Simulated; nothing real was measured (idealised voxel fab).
The process module presented herein is designated voxel plated lines.
This is section cut - it's 245 nm across, gridded in 5 nm square cells.
Heads up, the way a cross-section reads in here is a grid of square cells, handed over as bands from the top down, with every band being one or more rows of cells. Basically the band line says how high the top is and how high the bottom is, in nm, and then what's in it from left to right, every material with its width in nm. Empty space shows up as "air", and if a single material carries "edge to edge" it runs the full band edge to edge. We count height from 0. Below that, the starting wafer is all one material. The lowest band never ends at the bottom but goes on down; see "0 nm and below" for how that is written. Per-row width for "30->40": begins at first number (top row of band), ends at second number (bottom row), increment between rows held constant. Any step labelled "all unchanged" changed none of the cells in the cross-section. For the entry "Enclosed cavities", the listed items are empty spaces with no open way to the top whose size is 8 cells or more; each item follows the pattern width x height at distance, where distance is from the left edge and all three are in nm. What comes after the settings on a step's line is commentary from the simulator itself on that step. overlay nm: where the mask lay relative to plan, measured to the right, on steps with a mask; negatives go left.

THIS SECTION LISTS THE PROCESS STEPS THAT WERE PLANNED
1) RECEIVE (material Si)
2) CONFORMAL_DEP (material SiO2; thk nm 5)
3) DIRECTIONAL_DEP (material TiN; thk nm 5)
4) PATTERN (tone open; mask id LINES; material resist; width nm 20; pitch nm 35; thk nm 40; overlay nm 0)
5) EPI (material Ru; thk nm 5)
6) EPI (material Ru; thk nm 5)
7) EPI (material Ru; thk nm 5)
8) STRIP (etch materials resist)
9) DIRECTIONAL_ETCH (etch materials TiN; depth nm 5)
10) CONFORMAL_DEP (material SiCN; thk nm 10)

FIRST WAFER OUT OF TWO, PROCESSED AS PLANNED

THE CROSS-SECTION HERE SHOWS THE WAFER AS RECEIVED, I.E. IN ITS STATE AFTER STEP 1
  0 nm and below  Si edge to edge
  Enclosed cavities: none

AFTER STEP 2, IN CROSS-SECTION
  5 nm to 0 nm  SiO2 edge to edge
  No changes below 0.

AFTER STEP 3, IN CROSS-SECTION
  10 nm to 5 nm  TiN edge to edge
  No changes below 5.

AFTER STEP 4, IN CROSS-SECTION
  50 nm to 10 nm  resist 75 / air 20 / resist 15 / air 20 / resist 15 / air 20 / resist 80
  No changes below 10.

AFTER STEP 5, IN CROSS-SECTION
  50 nm to 15 nm  resist 75 / air 20 / resist 15 / air 20 / resist 15 / air 20 / resist 80
  15 nm to 10 nm  resist 75 / Ru 20 / resist 15 / Ru 20 / resist 15 / Ru 20 / resist 80
  No changes below 10.

AFTER STEP 6, IN CROSS-SECTION
  50 nm to 20 nm  resist 75 / air 20 / resist 15 / air 20 / resist 15 / air 20 / resist 80
  20 nm to 10 nm  resist 75 / Ru 20 / resist 15 / Ru 20 / resist 15 / Ru 20 / resist 80
  No changes below 10.

AFTER STEP 7, IN CROSS-SECTION
  50 nm to 25 nm  resist 75 / air 20 / resist 15 / air 20 / resist 15 / air 20 / resist 80
  25 nm to 10 nm  resist 75 / Ru 20 / resist 15 / Ru 20 / resist 15 / Ru 20 / resist 80
  No changes below 10.

AFTER STEP 8, IN CROSS-SECTION
  25 nm to 10 nm  air 75 / Ru 20 / air 15 / Ru 20 / air 15 / Ru 20 / air 80
  No changes below 10.

AFTER STEP 9, IN CROSS-SECTION
  25 nm to 10 nm  air 75 / Ru 20 / air 15 / Ru 20 / air 15 / Ru 20 / air 80
  10 nm to 5 nm  air 75 / TiN 20 / air 15 / TiN 20 / air 15 / TiN 20 / air 80
  No changes below 5.

AFTER STEP 10, IN CROSS-SECTION
  35 nm to 25 nm  air 65 / SiCN 110 / air 70
  25 nm to 15 nm  air 65 / SiCN 10 / Ru 20 / SiCN 15 / Ru 20 / SiCN 15 / Ru 20 / SiCN 10 / air 70
  15 nm to 10 nm  SiCN 75 / Ru 20 / SiCN 15 / Ru 20 / SiCN 15 / Ru 20 / SiCN 80
  10 nm to 5 nm  SiCN 75 / TiN 20 / SiCN 15 / TiN 20 / SiCN 15 / TiN 20 / SiCN 80
  No changes below 5.

COMPANION WAFER, THE SECOND OF TWO: SAME BEGINNING, SAME INTENDED SEQUENCE, ONE MISTAKE IN CARRYING IT OUT; THROUGH STEP 2 INCLUSIVE IT TRACKS THE FIRST EXACTLY

AT THE PLANNED END OF STEP 3, THE SECOND WAFER IN CROSS-SECTION
  10 nm to 5 nm  SiCN edge to edge
  No changes below 5.

AT THE PLANNED END OF STEP 4, THE SECOND WAFER IN CROSS-SECTION
  50 nm to 10 nm  resist 75 / air 20 / resist 15 / air 20 / resist 15 / air 20 / resist 80
  No changes below 10.

At the planned end of step 5, the second wafer in cross-section: all unchanged

At the planned end of step 6, the second wafer in cross-section: all unchanged

At the planned end of step 7, the second wafer in cross-section: all unchanged

AT THE PLANNED END OF STEP 8, THE SECOND WAFER IN CROSS-SECTION
  10 nm to 5 nm  SiCN edge to edge
  No changes below 5.

At the planned end of step 9, the second wafer in cross-section: all unchanged

AT THE PLANNED END OF STEP 10, THE SECOND WAFER IN CROSS-SECTION
  20 nm to 5 nm  SiCN edge to edge
  No changes below 5.
Want to know what went wrong? planned and actual differ for step 3; actual: DIRECTIONAL_DEP (material SiCN; thk nm 5)
In the final state, the cell counts of the second wafer exceed or fall short of those of the first for the following materials: Ru -36 | SiCN +9 | TiN -12
